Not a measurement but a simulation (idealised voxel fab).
Documented hereafter: the process module known as voxel capacitor over wiring.
The figure presents cross-section cut, which has a width of 255 nm and is divided into square cells with an edge length of 5 nm.
Just so we're on the same page, the cross-sections are grids of square cells, and they're listed out in bands top to bottom, each band one or more rows deep. What a band's entry tells you: where the top is and where the bottom is, as heights in nm, and after that what lies inside, material by material from left to right, each with its width in nm. Empty space is written as the word "empty", and a single material marked with the word "all across" occupies the band from edge to edge. Counting heights begins at 0, where everything beneath is, in the wafer as received, one material. The lowest band has no bottom; it goes on downwards, as "z 0 and below" shows. Width spec "30->40" -> top row of cells at first value, bottom row at second value, equal per-row change in between. Take "nothing changed" at face value: in the step it is given for, the cross-section changed in none of its cells. "Enclosed empty spaces" - sealed voids, min. 8 cells, no opening to top; format: width x height at distance (distance from left edge; nm throughout). Post-settings text on a step line: simulator's own remark regarding the step. On any step carrying a mask, the "overlay nm" setting, if present on the step's line, tells how far right of its planned place the mask lay; negative values point to the left.

THE PROCESS STEPS THAT WERE PLANNED ARE LISTED BELOW
1. RECEIVE,material Si
2. CONFORMAL_DEP,material SiO2,thk nm 10
3. DIRECTIONAL_DEP,material TiN,thk nm 5
4. DIRECTIONAL_DEP,material W,thk nm 25
5. MASKED_ETCH,tone cover,mask id METAL_1,width nm 25,pitch nm 80,etch materials W,depth nm 25,overlay nm 0
6. MASKED_ETCH,tone cover,mask id METAL_1,width nm 25,pitch nm 80,etch materials TiN,depth nm 5,overlay nm 0
7. CONFORMAL_DEP,material SiCN,thk nm 5
8. FILL_DEP,material lowk,thk nm 10
9. CMP,height nm 40
10. CONFORMAL_DEP,material SiCN,thk nm 5
11. DIRECTIONAL_DEP,material lowk,thk nm 15
12. PATTERN,tone open,mask id PLUG_1,material resist,width nm 15,thk nm 20,overlay nm 0
13. DIRECTIONAL_ETCH,etch materials lowk,depth nm 15
14. DIRECTIONAL_ETCH,etch materials SiCN,depth nm 5
15. STRIP,etch materials resist
16. CONFORMAL_DEP,material TiN,thk nm 5
17. FILL_DEP,material Cu,thk nm 10
18. CMP,height nm 60
19. DIRECTIONAL_DEP,material TiN,thk nm 5
20. DIRECTIONAL_DEP,material HfO2,thk nm 5
21. DIRECTIONAL_DEP,material TiN,thk nm 5
22. MASKED_ETCH,tone cover,mask id UPPER_PLATE,width nm 60,etch materials TiN,depth nm 5,overlay nm 0
23. MASKED_ETCH,tone cover,mask id UPPER_PLATE,width nm 60,etch materials HfO2,depth nm 5,overlay nm 0
24. MASKED_ETCH,tone cover,mask id LOWER_PLATE,width nm 70,etch materials TiN,depth nm 5,overlay nm 0
25. FILL_DEP,material SiO2,thk nm 15
26. CMP,height nm 85
27. MASKED_ETCH,tone open,mask id PLUG_2,width nm 15,etch materials SiO2,depth nm 10,overlay nm 0
28. CONFORMAL_DEP,material TiN,thk nm 5
29. FILL_DEP,material W,thk nm 10
30. CMP,height nm 85
31. CONFORMAL_DEP,material SiCN,thk nm 5

FIRST OF TWO WAFERS - AS PLANNED

WAFER AS RECEIVED: CROSS-SECTION FOLLOWING STEP 1
  z 0 and below: Si all across
  Enclosed empty spaces: none

THE FOLLOWING CROSS-SECTION DEPICTS THE WAFER UPON COMPLETION OF STEP 2
  z 10 to 0: SiO2 all across
  below 0: unchanged

THE FOLLOWING CROSS-SECTION DEPICTS THE WAFER UPON COMPLETION OF STEP 3
  z 15 to 10: TiN all across
  below 10: unchanged

THE FOLLOWING CROSS-SECTION DEPICTS THE WAFER UPON COMPLETION OF STEP 4
  z 40 to 15: W all across
  below 15: unchanged

THE FOLLOWING CROSS-SECTION DEPICTS THE WAFER UPON COMPLETION OF STEP 5
  z 40 to 15: empty 75, W 25, empty 55, W 25, empty 75
  below 15: unchanged

THE FOLLOWING CROSS-SECTION DEPICTS THE WAFER UPON COMPLETION OF STEP 6
  z 40 to 15: empty 75, W 25, empty 55, W 25, empty 75
  z 15 to 10: empty 75, TiN 25, empty 55, TiN 25, empty 75
  below 10: unchanged

THE FOLLOWING CROSS-SECTION DEPICTS THE WAFER UPON COMPLETION OF STEP 7
  z 45 to 40: empty 70, SiCN 35, empty 45, SiCN 35, empty 70
  z 40 to 15: empty 70, SiCN 5, W 25, SiCN 5, empty 45, SiCN 5, W 25, SiCN 5, empty 70
  z 15 to 10: SiCN 75, TiN 25, SiCN 55, TiN 25, SiCN 75
  below 10: unchanged

THE FOLLOWING CROSS-SECTION DEPICTS THE WAFER UPON COMPLETION OF STEP 8
  z 55 to 45: lowk all across
  z 45 to 40: lowk 70, SiCN 35, lowk 45, SiCN 35, lowk 70
  z 40 to 15: lowk 70, SiCN 5, W 25, SiCN 5, lowk 45, SiCN 5, W 25, SiCN 5, lowk 70
  below 15: unchanged

THE FOLLOWING CROSS-SECTION DEPICTS THE WAFER UPON COMPLETION OF STEP 9
  z 40 to 15: lowk 70, SiCN 5, W 25, SiCN 5, lowk 45, SiCN 5, W 25, SiCN 5, lowk 70
  below 15: unchanged

THE FOLLOWING CROSS-SECTION DEPICTS THE WAFER UPON COMPLETION OF STEP 10
  z 45 to 40: SiCN all across
  below 40: unchanged

THE FOLLOWING CROSS-SECTION DEPICTS THE WAFER UPON COMPLETION OF STEP 11
  z 60 to 45: lowk all across
  below 45: unchanged

THE FOLLOWING CROSS-SECTION DEPICTS THE WAFER UPON COMPLETION OF STEP 12
  z 80 to 60: resist 85, empty 15, resist 155
  below 60: unchanged

THE FOLLOWING CROSS-SECTION DEPICTS THE WAFER UPON COMPLETION OF STEP 13
  z 80 to 60: resist 85, empty 15, resist 155
  z 60 to 45: lowk 85, empty 15, lowk 155
  below 45: unchanged

THE FOLLOWING CROSS-SECTION DEPICTS THE WAFER UPON COMPLETION OF STEP 14
  z 80 to 60: resist 85, empty 15, resist 155
  z 60 to 45: lowk 85, empty 15, lowk 155
  z 45 to 40: SiCN 85, empty 15, SiCN 155
  below 40: unchanged

THE FOLLOWING CROSS-SECTION DEPICTS THE WAFER UPON COMPLETION OF STEP 15
  z 60 to 45: lowk 85, empty 15, lowk 155
  below 45: unchanged

THE FOLLOWING CROSS-SECTION DEPICTS THE WAFER UPON COMPLETION OF STEP 16
  z 65 to 60: TiN 90, empty 5, TiN 160
  z 60 to 45: lowk 85, TiN 5, empty 5, TiN 5, lowk 155
  z 45 to 40: SiCN 85, TiN 15, SiCN 155
  below 40: unchanged

THE FOLLOWING CROSS-SECTION DEPICTS THE WAFER UPON COMPLETION OF STEP 17
  z 75 to 65: Cu all across
  z 65 to 60: TiN 90, Cu 5, TiN 160
  z 60 to 45: lowk 85, TiN 5, Cu 5, TiN 5, lowk 155
  below 45: unchanged

THE FOLLOWING CROSS-SECTION DEPICTS THE WAFER UPON COMPLETION OF STEP 18
  z 60 to 45: lowk 85, TiN 5, Cu 5, TiN 5, lowk 155
  below 45: unchanged

THE FOLLOWING CROSS-SECTION DEPICTS THE WAFER UPON COMPLETION OF STEP 19
  z 65 to 60: TiN all across
  below 60: unchanged

THE FOLLOWING CROSS-SECTION DEPICTS THE WAFER UPON COMPLETION OF STEP 20
  z 70 to 65: HfO2 all across
  below 65: unchanged

THE FOLLOWING CROSS-SECTION DEPICTS THE WAFER UPON COMPLETION OF STEP 21
  z 75 to 70: TiN all across
  below 70: unchanged

THE FOLLOWING CROSS-SECTION DEPICTS THE WAFER UPON COMPLETION OF STEP 22
  z 75 to 70: empty 85, TiN 60, empty 110
  below 70: unchanged

THE FOLLOWING CROSS-SECTION DEPICTS THE WAFER UPON COMPLETION OF STEP 23
  z 75 to 70: empty 85, TiN 60, empty 110
  z 70 to 65: empty 85, HfO2 60, empty 110
  below 65: unchanged

THE FOLLOWING CROSS-SECTION DEPICTS THE WAFER UPON COMPLETION OF STEP 24
  z 75 to 70: empty 85, TiN 60, empty 110
  z 70 to 65: empty 85, HfO2 60, empty 110
  z 65 to 60: empty 80, TiN 70, empty 105
  below 60: unchanged

THE FOLLOWING CROSS-SECTION DEPICTS THE WAFER UPON COMPLETION OF STEP 25
  z 90 to 75: SiO2 all across
  z 75 to 70: SiO2 85, TiN 60, SiO2 110
  z 70 to 65: SiO2 85, HfO2 60, SiO2 110
  z 65 to 60: SiO2 80, TiN 70, SiO2 105
  below 60: unchanged

THE FOLLOWING CROSS-SECTION DEPICTS THE WAFER UPON COMPLETION OF STEP 26
  z 85 to 75: SiO2 all across
  below 75: unchanged

THE FOLLOWING CROSS-SECTION DEPICTS THE WAFER UPON COMPLETION OF STEP 27
  z 85 to 75: SiO2 95, empty 15, SiO2 145
  below 75: unchanged

THE FOLLOWING CROSS-SECTION DEPICTS THE WAFER UPON COMPLETION OF STEP 28
  z 90 to 85: TiN 100, empty 5, TiN 150
  z 85 to 80: SiO2 95, TiN 5, empty 5, TiN 5, SiO2 145
  z 80 to 70: SiO2 95->85, TiN 15->60, SiO2 145->110
  below 70: unchanged

THE FOLLOWING CROSS-SECTION DEPICTS THE WAFER UPON COMPLETION OF STEP 29
  z 100 to 90: W all across
  z 90 to 85: TiN 100, W 5, TiN 150
  z 85 to 80: SiO2 95, TiN 5, W 5, TiN 5, SiO2 145
  below 80: unchanged

THE FOLLOWING CROSS-SECTION DEPICTS THE WAFER UPON COMPLETION OF STEP 30
  z 85 to 80: SiO2 95, TiN 5, W 5, TiN 5, SiO2 145
  below 80: unchanged

THE FOLLOWING CROSS-SECTION DEPICTS THE WAFER UPON COMPLETION OF STEP 31
  z 90 to 85: SiCN all across
  below 85: unchanged

SECOND WAFER: SAME START AND SAME PLAN AS THE FIRST, ONE EXECUTION ERROR; IDENTICAL TO THE FIRST THROUGH STEP 8

Second wafer, section view, time point: scheduled end of step 9: nothing changed

SECOND WAFER, SECTION VIEW, TIME POINT: SCHEDULED END OF STEP 10
  z 60 to 55: SiCN all across
  below 55: unchanged

SECOND WAFER, SECTION VIEW, TIME POINT: SCHEDULED END OF STEP 11
  z 75 to 60: lowk all across
  below 60: unchanged

SECOND WAFER, SECTION VIEW, TIME POINT: SCHEDULED END OF STEP 12
  z 95 to 75: resist 85, empty 15, resist 155
  below 75: unchanged

SECOND WAFER, SECTION VIEW, TIME POINT: SCHEDULED END OF STEP 13
  z 95 to 75: resist 85, empty 15, resist 155
  z 75 to 60: lowk 85, empty 15, lowk 155
  below 60: unchanged

SECOND WAFER, SECTION VIEW, TIME POINT: SCHEDULED END OF STEP 14
  z 95 to 75: resist 85, empty 15, resist 155
  z 75 to 60: lowk 85, empty 15, lowk 155
  z 60 to 55: SiCN 85, empty 15, SiCN 155
  below 55: unchanged

SECOND WAFER, SECTION VIEW, TIME POINT: SCHEDULED END OF STEP 15
  z 75 to 60: lowk 85, empty 15, lowk 155
  below 60: unchanged

SECOND WAFER, SECTION VIEW, TIME POINT: SCHEDULED END OF STEP 16
  z 80 to 75: TiN 90, empty 5, TiN 160
  z 75 to 60: lowk 85, TiN 5, empty 5, TiN 5, lowk 155
  z 60 to 55: SiCN 85, TiN 15, SiCN 155
  below 55: unchanged

SECOND WAFER, SECTION VIEW, TIME POINT: SCHEDULED END OF STEP 17
  z 90 to 80: Cu all across
  z 80 to 75: TiN 90, Cu 5, TiN 160
  z 75 to 60: lowk 85, TiN 5, Cu 5, TiN 5, lowk 155
  below 60: unchanged

SECOND WAFER, SECTION VIEW, TIME POINT: SCHEDULED END OF STEP 18
  z 60 to 55: SiCN 85, TiN 15, SiCN 155
  below 55: unchanged

SECOND WAFER, SECTION VIEW, TIME POINT: SCHEDULED END OF STEP 19
  z 65 to 60: TiN all across
  below 60: unchanged

SECOND WAFER, SECTION VIEW, TIME POINT: SCHEDULED END OF STEP 20
  z 70 to 65: HfO2 all across
  below 65: unchanged

SECOND WAFER, SECTION VIEW, TIME POINT: SCHEDULED END OF STEP 21
  z 75 to 70: TiN all across
  below 70: unchanged

SECOND WAFER, SECTION VIEW, TIME POINT: SCHEDULED END OF STEP 22
  z 75 to 70: empty 85, TiN 60, empty 110
  below 70: unchanged

SECOND WAFER, SECTION VIEW, TIME POINT: SCHEDULED END OF STEP 23
  z 75 to 70: empty 85, TiN 60, empty 110
  z 70 to 65: empty 85, HfO2 60, empty 110
  below 65: unchanged

SECOND WAFER, SECTION VIEW, TIME POINT: SCHEDULED END OF STEP 24
  z 75 to 70: empty 85, TiN 60, empty 110
  z 70 to 65: empty 85, HfO2 60, empty 110
  z 65 to 60: empty 80, TiN 70, empty 105
  below 60: unchanged

SECOND WAFER, SECTION VIEW, TIME POINT: SCHEDULED END OF STEP 25
  z 90 to 75: SiO2 all across
  z 75 to 70: SiO2 85, TiN 60, SiO2 110
  z 70 to 65: SiO2 85, HfO2 60, SiO2 110
  z 65 to 60: SiO2 80, TiN 70, SiO2 105
  below 60: unchanged

SECOND WAFER, SECTION VIEW, TIME POINT: SCHEDULED END OF STEP 26
  z 85 to 75: SiO2 all across
  below 75: unchanged

SECOND WAFER, SECTION VIEW, TIME POINT: SCHEDULED END OF STEP 27
  z 85 to 75: SiO2 95, empty 15, SiO2 145
  below 75: unchanged

SECOND WAFER, SECTION VIEW, TIME POINT: SCHEDULED END OF STEP 28
  z 90 to 85: TiN 100, empty 5, TiN 150
  z 85 to 80: SiO2 95, TiN 5, empty 5, TiN 5, SiO2 145
  z 80 to 70: SiO2 95->85, TiN 15->60, SiO2 145->110
  below 70: unchanged

SECOND WAFER, SECTION VIEW, TIME POINT: SCHEDULED END OF STEP 29
  z 100 to 90: W all across
  z 90 to 85: TiN 100, W 5, TiN 150
  z 85 to 80: SiO2 95, TiN 5, W 5, TiN 5, SiO2 145
  below 80: unchanged

SECOND WAFER, SECTION VIEW, TIME POINT: SCHEDULED END OF STEP 30
  z 85 to 80: SiO2 95, TiN 5, W 5, TiN 5, SiO2 145
  below 80: unchanged

SECOND WAFER, SECTION VIEW, TIME POINT: SCHEDULED END OF STEP 31
  z 90 to 85: SiCN all across
  below 85: unchanged
Which mistake was made when the wafer was run? step 9 was dropped from the plan's execution and never run
Once processing is complete, comparing cell counts shows that the second wafer has more or fewer of certain materials than the first: Cu: 3 fewer, SiCN: 14 more, TiN: 6 fewer, lowk: 5 fewer
